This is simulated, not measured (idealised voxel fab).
Process module under the name voxel wiring stack
Pictured: cross-section cut, 165 nm wide, on a grid of 5 nm square cells.
If you're reading a cross-section in this doc, picture square cells in a grid; it comes to you as bands, top ones listed first down to the bottom, and a band can be one or more rows of cells. Heads up on the band format: heights come first, top then bottom, in nm. After that it's the materials left to right, each with its width in nm. A single material flagged "everywhere" fills the whole band edge to edge, and "empty" means there's empty space there. We count height from 0. Below that, the starting wafer is all one material. The lowest band never ends at the bottom but goes on down; see "0 and below" for how that is written. So if you see something like "30->40" for the width, read it as the top row of the band sitting at the first number and the bottom row at the second, with every row in between moving by the same amount as the last. Take "left unchanged" at face value: in the step it is given for, the cross-section changed in none of its cells. In the "Fully enclosed voids" entry, you get each enclosed empty space of 8 cells or more, one with no open way to the top, written width x height at distance, distance from the left edge, in nm. That trailing text on a step's line, after the settings, is the simulator's own remark on the step. On any step carrying a mask, the "overlay nm" setting, if present on the step's line, tells how far right of its planned place the mask lay; negative values point to the left.
STEPS PLANNED FOR THE PROCESS
1 RECEIVE: material Si
2 CONFORMAL_DEP: material SiO2, thk nm 15
3 CONFORMAL_DEP: material SiCN, thk nm 5
4 DIRECTIONAL_DEP: material SiO2, thk nm 20
5 PATTERN: tone open, mask id METAL_1, material resist, width nm 25, pitch nm 50, thk nm 20, overlay nm 0
6 DIRECTIONAL_ETCH: etch materials SiO2, depth nm 20
7 DIRECTIONAL_ETCH: etch materials SiCN, depth nm 5
8 STRIP: etch materials resist
9 CONFORMAL_DEP: material TiN, thk nm 5
10 FILL_DEP: material Cu, thk nm 10
11 CMP: height nm 40
12 EPI: material Ru, thk nm 5
13 FILL_DEP: material SiCN, thk nm 5
14 DIRECTIONAL_DEP: material SiO2, thk nm 15
15 DIRECTIONAL_DEP: material aC, thk nm 10
16 PATTERN: tone open, mask id PLUG_1, material resist, width nm 15, thk nm 25, overlay nm 0
17 DIRECTIONAL_ETCH: etch materials aC, depth nm 10
18 STRIP: etch materials resist
19 DIRECTIONAL_ETCH: etch materials SiO2, depth nm 15
20 DIRECTIONAL_ETCH: etch materials SiCN, depth nm 5
21 STRIP: etch materials aC
22 CONFORMAL_DEP: material TiN, thk nm 5
23 FILL_DEP: material Cu, thk nm 5
24 CMP: height nm 65
25 DIRECTIONAL_DEP: material TiN, thk nm 5
26 DIRECTIONAL_DEP: material W, thk nm 15
27 MASKED_ETCH: tone cover, mask id METAL_2, width nm 25, pitch nm 50, etch materials W, depth nm 15, overlay nm 0
28 MASKED_ETCH: tone cover, mask id METAL_2, width nm 25, pitch nm 50, etch materials TiN, depth nm 5, overlay nm 0
29 FILL_DEP: material lowk, thk nm 10
30 CMP: height nm 85
31 CONFORMAL_DEP: material SiCN, thk nm 5
32 DIRECTIONAL_DEP: material lowk, thk nm 25
33 DIRECTIONAL_DEP: material aC, thk nm 10
34 PATTERN: tone open, mask id METAL_3_HOLES, material resist, width nm 15, thk nm 30, overlay nm 0
35 DIRECTIONAL_ETCH: etch materials aC, depth nm 10
36 STRIP: etch materials resist
37 DIRECTIONAL_ETCH: etch materials lowk, depth nm 25
38 STRIP: etch materials aC
39 MASKED_ETCH: tone open, mask id METAL_3, width nm 25, pitch nm 50, etch materials lowk, depth nm 15, overlay nm 0
40 MASKED_ETCH: tone open, mask id METAL_3, width nm 25, pitch nm 50, etch materials SiCN, depth nm 5, overlay nm 0
41 CONFORMAL_DEP: material TiN, thk nm 5
42 FILL_DEP: material Ru, thk nm 5
43 CMP: height nm 115
44 CONFORMAL_DEP: material SiCN, thk nm 5
45 DIRECTIONAL_DEP: material SiO2, thk nm 30
46 DIRECTIONAL_DEP: material aC, thk nm 15
47 PATTERN: tone open, mask id METAL_4_HOLES, material resist, width nm 15, pitch nm 50, thk nm 30, overlay nm 0
48 DIRECTIONAL_ETCH: etch materials aC, depth nm 15
49 STRIP: etch materials resist
50 DIRECTIONAL_ETCH: etch materials SiO2, depth nm 30
51 STRIP: etch materials aC
52 DIRECTIONAL_DEP: material aC, thk nm 15
53 PATTERN: tone open, mask id METAL_4, material resist, width nm 25, pitch nm 50, thk nm 30, overlay nm 0
54 DIRECTIONAL_ETCH: etch materials aC, depth nm 15
55 STRIP: etch materials resist
56 DIRECTIONAL_ETCH: etch materials SiO2, depth nm 15
57 DIRECTIONAL_ETCH: etch materials SiCN, depth nm 5
58 STRIP: etch materials aC
59 CONFORMAL_DEP: material TiN, thk nm 5
60 FILL_DEP: material Cu, thk nm 5
61 CMP: height nm 150
62 CONFORMAL_DEP: material SiN, thk nm 5
WAFER AT RECEIPT (POST STEP 1), CROSS-SECTION
0 and below: Si everywhere
Fully enclosed voids: none
THE PLAN ABOVE WAS CARRIED OUT ON THE STARTING STRUCTURE ABOVE WITH ONE MISTAKE, AND THIS CROSS-SECTION SHOWS THE WAFER AT THE END OF THE MODULE
155 down to 150: SiN everywhere
150 down to 140: SiO2=45  TiN=5  Cu=15  TiN=5  SiO2=25  TiN=5  Cu=15  TiN=5  SiO2=45
140 down to 135: SiO2=45  TiN=5  Cu=5  TiN=15  SiO2=25  TiN=5  Cu=5  TiN=15  SiO2=45
135 down to 120: SiO2=45  TiN=5  Cu=5  TiN=5  SiO2=35  TiN=5  Cu=5  TiN=5  SiO2=55
120 down to 115: SiCN=45  TiN=15  SiCN=35  TiN=15  SiCN=55
115 down to 105: lowk=45  TiN=5  Ru=15  TiN=5  lowk=25  TiN=5  Ru=15  TiN=5  lowk=45
105 down to 100: lowk=45  TiN=5  Ru=5  TiN=15  lowk=25  TiN=25  lowk=45
100 down to 90: lowk=45  TiN=5  Ru=5  TiN=5  lowk=105
90 down to 85: SiCN=45  TiN=15  SiCN=105
85 down to 70: lowk=45  W=25  lowk=25  W=25  lowk=45
70 down to 65: lowk=45  TiN=25  lowk=25  TiN=25  lowk=45
65 down to 50: SiO2=45  TiN=5  Cu=5  TiN=5  SiO2=105
50 down to 45: SiCN=45  TiN=15  SiCN=105
45 down to 40: SiCN=40  Ru=35  SiCN=15  Ru=35  SiCN=40
40 down to 20: SiO2=45  TiN=5  Cu=15  TiN=5  SiO2=25  TiN=5  Cu=15  TiN=5  SiO2=45
20 down to 15: SiCN=45  TiN=25  SiCN=25  TiN=25  SiCN=45
15 down to 0: lowk everywhere
0 and below: Si everywhere
Fully enclosed voids: none
It is concluded that the wafer was processed incorrectly with respect to the plan, in that step 2 went in with a setting other than planned; the actual run was CONFORMAL_DEP: material lowk, thk nm 15
